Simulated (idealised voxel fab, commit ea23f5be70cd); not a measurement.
A process module follows: voxel ribs on slabs.
The figure presents cross-section cut, which has a width of 295 nm and is divided into square cells with an edge length of 5 nm.
Reading order for cross-sections: top band down to bottom band. Underlying form: a grid of square cells. Band size: one or more rows of cells. The entry gives the band's vertical extent as a top height and a bottom height in nm, then its horizontal make-up as materials from left to right, each with a width in nm. "blank" stands for empty space; a single material marked "everywhere" fills the band edge to edge. Counting heights begins at 0, where everything beneath is, in the wafer as received, one material. The lowest band has no bottom; it goes on downwards, as "0..down" shows. Width spec "30 to 40" -> top row of cells at first value, bottom row at second value, equal per-row change in between. Where a step carries "all unchanged", the cross-section came out of it unchanged, cell for cell. The label "Trapped void list" introduces a list of the empty spaces, 8 cells or larger, that have no open way up to the top; each entry in it reads width x height at distance, where the distance is taken from the left edge and all three are stated in nm. Past the settings on a step's line: simulator remark, on that step. overlay nm: right-of-plan distance of the mask on a masked step; negative values mean left-of-plan.
# Listed below are the process steps as planned
1,RECEIVE: material Si
2,DIRECTIONAL_DEP: material SiO2, thk nm 30
3,DIRECTIONAL_DEP: material polySi, thk nm 25
4,PATTERN: tone cover, mask id RIB, material resist, width nm 30, thk nm 20, overlay nm 0
5,DIRECTIONAL_ETCH: etch materials polySi, depth nm 15
6,STRIP: etch materials resist
7,MASKED_ETCH: tone cover, mask id SLAB, width nm 60, etch materials polySi, depth nm 10, overlay nm 0
8,FILL_DEP: material SiO2, thk nm 30
9,CMP: height nm 75
10,DIRECTIONAL_DEP: material W, thk nm 5
11,DIRECTIONAL_DEP: material aC, thk nm 10
12,PATTERN: tone cover, mask id HEATER, material resist, width nm 40, thk nm 25, overlay nm 0
13,DIRECTIONAL_ETCH: etch materials aC, depth nm 10
14,STRIP: etch materials resist
15,DIRECTIONAL_ETCH: etch materials W, depth nm 5
16,STRIP: etch materials aC
17,CONFORMAL_DEP: material SiO2, thk nm 10
# So this is the incoming wafer in cross-section - it's already been through step 1
> 0..down = Si everywhere
> Trapped void list: none
# Module complete - cross-section of the first of two wafers, run according to plan
> 90..85 = 115 of blank  60 of SiO2  120 of blank
> 85..80 = SiO2 everywhere
> 80..75 = 125 of SiO2  40 of W  130 of SiO2
> 75..55 = SiO2 everywhere
> 55..40 = 130 of SiO2  30 of polySi  135 of SiO2
> 40..30 = 115 of SiO2  60 of polySi  120 of SiO2
> 30..0 = SiO2 everywhere
> 0..down = Si everywhere
> Trapped void list: none
# Now the second wafer, cross-sectioned at the end of the module. Nothing different at the start, nothing different in the plan compared with the first, just one mistake when it was actually run
> 90..85 = 115 of blank  60 of SiO2  120 of blank
> 85..80 = SiO2 everywhere
> 80..75 = 125 of SiO2  40 of W  130 of SiO2
> 75..25 = SiO2 everywhere
> 25..0 = polySi everywhere
> 0..down = Si everywhere
> Trapped void list: none
The plan and the run diverged here: plan steps 2 and 3 run swapped
The closing comparison, in cells, has the second wafer with more or fewer of some materials than the first: SiO2: 253 fewer | polySi: 253 more
